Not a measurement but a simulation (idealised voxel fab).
process module | voxel wiring stack
cross-section cut | 210 nm wide | cells 5 nm
A cross-section is a grid of square cells, given in bands from the top down. A band is one or more rows of cells.
Each band's line starts with the height of the band's top and of its bottom, in nm. Then come its materials from left to right, each with its width in nm. One material with "throughout" fills the band from edge to edge. "air" is empty space.
Height 0 is the level under which the wafer as received is all one material. The lowest band goes on downwards, as in "0 down".
A width such as "30 to 40" changes by the same amount from each row of cells to the next, from the band's top row to its bottom row.
"no change" after a step means that no cell of the cross-section changed.
closed voids: empty space of 8 cells or more with no open way to the top, each as width x height at its distance from the left edge, in nm
after a step's settings: what the simulator itself notes on the step
overlay nm, on a step with a mask: how far to the right of its planned place the mask lay; to the left if negative
plan
1 op RECEIVE | material Si
2 op CONFORMAL_DEP | material SiO2 | thk nm 15
3 op CONFORMAL_DEP | material SiCN | thk nm 5
4 op DIRECTIONAL_DEP | material SiO2 | thk nm 25
5 op PATTERN | tone open | mask id METAL_1 | material resist | width nm 20 | pitch nm 35 | thk nm 20 | overlay nm 0
6 op DIRECTIONAL_ETCH | etch materials SiO2 | depth nm 25
7 op DIRECTIONAL_ETCH | etch materials SiCN | depth nm 5
8 op STRIP | etch materials resist
9 op CONFORMAL_DEP | material TiN | thk nm 5
10 op FILL_DEP | material Cu | thk nm 5
11 op CMP | height nm 45
12 op CONFORMAL_DEP | material SiCN | thk nm 5
13 op DIRECTIONAL_DEP | material SiO2 | thk nm 30
14 op DIRECTIONAL_DEP | material aC | thk nm 10
15 op PATTERN | tone open | mask id METAL_2_HOLES | material resist | width nm 15 | pitch nm 35 | thk nm 25 | overlay nm 0
16 op DIRECTIONAL_ETCH | etch materials aC | depth nm 10
17 op STRIP | etch materials resist
18 op DIRECTIONAL_ETCH | etch materials SiO2 | depth nm 30
19 op STRIP | etch materials aC
20 op DIRECTIONAL_DEP | material aC | thk nm 15
21 op PATTERN | tone open | mask id METAL_2 | material resist | width nm 20 | pitch nm 35 | thk nm 30 | overlay nm 0
22 op DIRECTIONAL_ETCH | etch materials aC | depth nm 15
23 op STRIP | etch materials resist
24 op DIRECTIONAL_ETCH | etch materials SiO2 | depth nm 20
25 op DIRECTIONAL_ETCH | etch materials SiCN | depth nm 5
26 op STRIP | etch materials aC
27 op CONFORMAL_DEP | material TiN | thk nm 5
28 op FILL_DEP | material Cu | thk nm 10
29 op CMP | height nm 80
30 op CONFORMAL_DEP | material SiCN | thk nm 5
31 op DIRECTIONAL_DEP | material SiO2 | thk nm 30
32 op MASKED_ETCH | tone open | mask id METAL_3_HOLES | width nm 15 | pitch nm 70 | etch materials SiO2 | depth nm 30 | overlay nm 0
33 op DIRECTIONAL_DEP | material aC | thk nm 15
34 op PATTERN | tone open | mask id METAL_3 | material resist | width nm 20 | pitch nm 35 | thk nm 35 | overlay nm 0
35 op DIRECTIONAL_ETCH | etch materials aC | depth nm 15
36 op STRIP | etch materials resist
37 op DIRECTIONAL_ETCH | etch materials SiO2 | depth nm 20
38 op DIRECTIONAL_ETCH | etch materials SiCN | depth nm 5
39 op STRIP | etch materials aC
40 op CONFORMAL_DEP | material TiN | thk nm 5
41 op FILL_DEP | material Cu | thk nm 5
42 op CMP | height nm 115
43 op CONFORMAL_DEP | material SiCN | thk nm 5
as received, after step 1
  0 down: Si throughout
  closed voids: none
a wafer at the end: this start, this plan, one mistake
  120 to 115: SiCN throughout
  115 to 100: SiO2 40 | TiN 5 | Cu 10 | TiN 5 | SiO2 15 | TiN 5 | Cu 10 | TiN 5 | SiO2 15 | TiN 5 | Cu 10 | TiN 5 | SiO2 15 | TiN 5 | Cu 10 | TiN 5 | SiO2 45
  100 to 95: SiO2 40 | TiN 5 | Cu 5 | TiN 10 | SiO2 15 | TiN 20 | SiO2 15 | TiN 5 | Cu 5 | TiN 10 | SiO2 15 | TiN 20 | SiO2 45
  95 to 85: SiO2 40 | TiN 5 | Cu 5 | TiN 5 | SiO2 55 | TiN 5 | Cu 5 | TiN 5 | SiO2 85
  85 to 80: SiCN 40 | TiN 15 | SiCN 55 | TiN 15 | SiCN 85
  80 to 65: SiO2 40 | TiN 5 | Cu 10 | TiN 5 | SiO2 15 | TiN 5 | Cu 10 | TiN 5 | SiO2 15 | TiN 5 | Cu 10 | TiN 5 | SiO2 15 | TiN 5 | Cu 10 | TiN 5 | SiO2 45
  65 to 60: SiO2 40 | TiN 5 | Cu 5 | TiN 10 | SiO2 15 | TiN 5 | Cu 5 | TiN 10 | SiO2 15 | TiN 5 | Cu 5 | TiN 10 | SiO2 15 | TiN 5 | Cu 5 | TiN 10 | SiO2 45
  60 to 50: SiO2 40 | TiN 5 | Cu 5 | TiN 5 | SiO2 20 | TiN 5 | Cu 5 | TiN 5 | SiO2 20 | TiN 5 | Cu 5 | TiN 5 | SiO2 20 | TiN 5 | Cu 5 | TiN 5 | SiO2 50
  50 to 45: SiCN 40 | TiN 15 | SiCN 20 | TiN 15 | SiCN 20 | TiN 15 | SiCN 20 | TiN 15 | SiCN 50
  45 to 20: SiO2 40 | TiN 5 | Cu 10 | TiN 5 | SiO2 15 | TiN 5 | Cu 10 | TiN 5 | SiO2 15 | TiN 5 | Cu 10 | TiN 5 | SiO2 15 | TiN 5 | Cu 10 | TiN 5 | SiO2 45
  20 to 15: SiCN 40 | TiN 20 | SiCN 15 | TiN 20 | SiCN 15 | TiN 20 | SiCN 15 | TiN 20 | SiCN 45
  15 to 0: TiN throughout
  0 down: Si throughout
  closed voids: none
what went wrong: step 2 ran as: op CONFORMAL_DEP | material TiN | thk nm 15
